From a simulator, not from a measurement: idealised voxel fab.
The process module presented herein is designated voxel quadruple lines.
It is cross-section cut that appears here, measuring 270 nm in width, its square cells being 5 nm in size.
Each cross-section below is a grid of square cells, stated as bands in top-down order, with one or more rows of cells making up each band.
The band entry comprises the height of the band's top followed by the height of its bottom, expressed in nm, and subsequently the band's materials from left to right, each stated together with its width in nm. Where a single material is marked with the word "all across", that material fills the band from edge to edge. The word "air" represents empty space.
Zero point of the height axis is 0; under it, received wafer = one material. Lowest band: continues down indefinitely, "z 0 and below".
Think of "30..40" as a width that walks from the first number to the second as you go down the band, top row to bottom row, taking equal-sized steps from row to row.
Take "stayed the same" at face value: in the step it is given for, the cross-section changed in none of its cells.
"Closed void catalog" enumerates empty spaces isolated from the top, with no open way to it, that contain at least 8 cells, giving each as width x height at distance from the left edge, all three in nm.
Past the settings on a step's line: simulator remark, on that step.
On any step carrying a mask, the "overlay nm" setting, if present on the step's line, tells how far right of its planned place the mask lay; negative values point to the left.

These are the steps we planned for the process:
1: RECEIVE, material Si
2: CONFORMAL_DEP, material Al2O3, thk nm 10
3: DIRECTIONAL_DEP, material TiN, thk nm 10
4: DIRECTIONAL_DEP, material polySi, thk nm 15
5: DIRECTIONAL_DEP, material aC, thk nm 25
6: PATTERN, tone cover, mask id MANDREL, material resist, width nm 20, pitch nm 60, thk nm 30, overlay nm 0
7: DIRECTIONAL_ETCH, etch materials aC, depth nm 25
8: STRIP, etch materials resist
9: CONFORMAL_DEP, material SiO2, thk nm 10
10: DIRECTIONAL_ETCH, etch materials SiO2, depth nm 10
11: STRIP, etch materials aC
12: DIRECTIONAL_ETCH, etch materials polySi, depth nm 15
13: STRIP, etch materials SiO2
14: CONFORMAL_DEP, material SiCN, thk nm 5
15: DIRECTIONAL_ETCH, etch materials SiCN, depth nm 5
16: STRIP, etch materials polySi
17: DIRECTIONAL_ETCH, etch materials TiN, depth nm 10
18: STRIP, etch materials SiCN

Cross-section of the wafer upon arrival, representing the state reached after step 1:
    z 0 and below  Si all across
    Closed void catalog: none

End state of the module in cross-section, given the above starting point and plan and one mistake in execution:
    z 20 to 15  air (80), TiN (5), air (10), TiN (5), air (10), TiN (5), air (10), TiN (5), air (10), TiN (5), air (10), TiN (5), air (10), TiN (5), air (10), TiN (5), air (80)
    z 15 to 10  TiN all across
    z 10 to 0  Al2O3 all across
    z 0 and below  Si all across
    Closed void catalog: none
Which mistake was made when the wafer was run? for step 17, the planned setting was not used; the step was instead run as DIRECTIONAL_ETCH, etch materials TiN, depth nm 5
